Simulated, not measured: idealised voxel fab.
Module name: voxel fin reveal (process module)
Cross-sectional view cut (width: 210 nm; square cell size: 5 nm).
When this document writes out a cross-section, it uses a grid of square cells and lists it as bands, beginning at the top and moving down, with a band standing for one or more rows of cells. Basically the band line says how high the top is and how high the bottom is, in nm, and then what's in it from left to right, every material with its width in nm. Empty space shows up as "blank", and if a single material carries "everywhere" it runs the full band edge to edge. Height is counted from the level 0, under which the received wafer is composed throughout of one material. The lowest of the bands is not closed at the bottom but continues downward, in the notation "0..down". When a width is written as two numbers, as in "30..40", the first number is the width in the top row of cells of the band and the second is the width in its bottom row, and the width changes by the same amount from each row to the next. "nothing got changed", as given for a step, is the statement that not any cell of the cross-section underwent a change during that step. The entry "Entrapped voids" lists the empty spaces that cover at least 8 cells and have no open path to the top. Each is written as width x height at distance, where the distance is measured from the left edge and all three values are in nm. On each step's line, the part that comes after the settings is the simulator's own comment on the step. overlay nm: where the mask lay relative to plan, measured to the right, on steps with a mask; negatives go left.

So here's the lineup of process steps we planned:
| 1 | RECEIVE,material Si |
| 2 | CONFORMAL_DEP,material SiN,thk nm 5 |
| 3 | PATTERN,tone cover,mask id FINS,material resist,width nm 15,pitch nm 45,thk nm 15,overlay nm 0 |
| 4 | DIRECTIONAL_ETCH,etch materials SiN,depth nm 5 |
| 5 | DIRECTIONAL_ETCH,etch materials Si,depth nm 35 |
| 6 | STRIP,etch materials resist |
| 7 | FILL_DEP,material SiO2,thk nm 15 |
| 8 | CMP,height nm 5 |
| 9 | SELECTIVE_ETCH,etch materials SiO2,depth nm 30 |
| 10 | STRIP,etch materials SiN |
| 11 | CONFORMAL_DEP,material HfO2,thk nm 5 |

As-received state of the wafer in cross-section, equivalent to post-step 1:
- 0..down  Si everywhere
- Entrapped voids: none

Run as planned - first of the two wafers cross-sectioned at the end of the module:
- 5..0  blank: 45  HfO2: 25  blank: 20  HfO2: 25  blank: 20  HfO2: 25  blank: 50
- 0..-20  blank: 45  HfO2: 5  Si: 15  HfO2: 5  blank: 20  HfO2: 5  Si: 15  HfO2: 5  blank: 20  HfO2: 5  Si: 15  HfO2: 5  blank: 50
- -20..-25  HfO2: 50  Si: 15  HfO2: 30  Si: 15  HfO2: 30  Si: 15  HfO2: 55
- -25..-35  SiO2: 50  Si: 15  SiO2: 30  Si: 15  SiO2: 30  Si: 15  SiO2: 55
- -35..down  Si everywhere
- Entrapped voids: none

Now the second wafer, cross-sectioned at the end of the module. Nothing different at the start, nothing different in the plan compared with the first, just one mistake when it was actually run:
- 5..0  blank: 40  HfO2: 25  blank: 20  HfO2: 25  blank: 20  HfO2: 25  blank: 55
- 0..-20  blank: 40  HfO2: 5  Si: 15  HfO2: 5  blank: 20  HfO2: 5  Si: 15  HfO2: 5  blank: 20  HfO2: 5  Si: 15  HfO2: 5  blank: 55
- -20..-25  HfO2: 45  Si: 15  HfO2: 30  Si: 15  HfO2: 30  Si: 15  HfO2: 60
- -25..-35  SiO2: 45  Si: 15  SiO2: 30  Si: 15  SiO2: 30  Si: 15  SiO2: 60
- -35..down  Si everywhere
- Entrapped voids: none
It is concluded that the wafer was processed incorrectly with respect to the plan, in that step 3 off recipe, ran as PATTERN,tone cover,mask id FINS,material resist,width nm 15,pitch nm 45,thk nm 15,overlay nm -5
Final wafers compared: equal cell tally per material, rearranged layout.
